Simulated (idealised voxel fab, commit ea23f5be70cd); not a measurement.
Module name: voxel ribs on slabs (process module)
Pictured: cross-section cut, 220 nm wide, on a grid of 5 nm square cells.
Heads up, the way a cross-section reads in here is a grid of square cells, handed over as bands from the top down, with every band being one or more rows of cells. A band entry consists of two parts. The first gives the height of the band's top and the height of its bottom, in nm. The rest lists the band's materials from left to right, each with its width in nm. A single material labelled with the word "throughout" fills the band from edge to edge, and the word "air" marks empty space. Basically, 0 is our baseline, since under it the wafer straight out of the box is all one material. The bottom band has no lower end and keeps on going down, so it looks like "top 0, no bottom". Per-row width for "30 to 40": begins at first number (top row of band), ends at second number (bottom row), increment between rows held constant. It should be understood that the words "nothing changed", when stated for a given step, signify that the cross-section underwent no change in any of its cells during that step. "Sealed void listing": sealed empty spaces, 8 cells or more, no open way to top, listed width x height at distance, with distance from the left edge and width, height and distance in nm. What comes after the settings on a step's line is commentary from the simulator itself on that step. overlay nm: for a step with a mask, the amount by which the mask lay right of where it was planned; a negative amount means left of it.
# Process steps foreseen in the plan
1 RECEIVE, material Si
2 DIRECTIONAL_DEP, material SiO2, thk nm 30
3 DIRECTIONAL_DEP, material SiN, thk nm 15
4 MASKED_ETCH, tone cover, mask id RIB, width nm 15, etch materials SiN, depth nm 10, overlay nm -15
5 PATTERN, tone cover, mask id SLAB, material resist, width nm 55, thk nm 20, overlay nm 0
6 DIRECTIONAL_ETCH, etch materials SiN, depth nm 5
7 STRIP, etch materials resist
8 FILL_DEP, material SiO2, thk nm 25
9 CMP, height nm 60
10 DIRECTIONAL_DEP, material TiN, thk nm 5
11 DIRECTIONAL_DEP, material aC, thk nm 15
12 PATTERN, tone cover, mask id HEATER, material resist, width nm 25, thk nm 35, overlay nm 0
13 DIRECTIONAL_ETCH, etch materials aC, depth nm 15
14 STRIP, etch materials resist
15 DIRECTIONAL_ETCH, etch materials TiN, depth nm 5
16 STRIP, etch materials aC
17 CONFORMAL_DEP, material SiO2, thk nm 5
The plan shows the overlay nm of step 4 as the first wafer had it; this setting differs between the wafers, which start out alike.
# As received, i.e. after step 1: cross-section through the first of several wafers
  top 0, no bottom | Si throughout
  Sealed void listing: none
# Cross-section after step 17, the final step of the module, for the first of several wafers
  top 70, bottom 65 | air: 90; SiO2: 35; air: 95
  top 65, bottom 60 | SiO2: 95; TiN: 25; SiO2: 100
  top 60, bottom 45 | SiO2 throughout
  top 45, bottom 35 | SiO2: 85; SiN: 15; SiO2: 120
  top 35, bottom 30 | SiO2: 80; SiN: 55; SiO2: 85
  top 30, bottom 0 | SiO2 throughout
  top 0, no bottom | Si throughout
  Sealed void listing: none
# Module end, final wafer: cross-section
  top 70, bottom 65 | air: 90; SiO2: 35; air: 95
  top 65, bottom 60 | SiO2: 95; TiN: 25; SiO2: 100
  top 60, bottom 45 | SiO2 throughout
  top 45, bottom 35 | SiO2: 115; SiN: 15; SiO2: 90
  top 35, bottom 30 | SiO2: 80; SiN: 55; SiO2: 85
  top 30, bottom 0 | SiO2 throughout
  top 0, no bottom | Si throughout
  Sealed void listing: none
# Below is a per-wafer table. In it, each row describes the wafer at the end of the module by giving, for each material, the number of cells gained (+) or lost (-) since the wafer was received, and after that the closed voids of the wafer
overlay nm -15, +17 SiN, +557 SiO2, +5 TiN, Sealed void listing: none
overlay nm -10, +17 SiN, +557 SiO2, +5 TiN, Sealed void listing: none
overlay nm -5, +17 SiN, +557 SiO2, +5 TiN, Sealed void listing: none
overlay nm 0, +17 SiN, +557 SiO2, +5 TiN, Sealed void listing: none
overlay nm 5, +17 SiN, +557 SiO2, +5 TiN, Sealed void listing: none
overlay nm 10, +17 SiN, +557 SiO2, +5 TiN, Sealed void listing: none
overlay nm 15, +17 SiN, +557 SiO2, +5 TiN, Sealed void listing: none
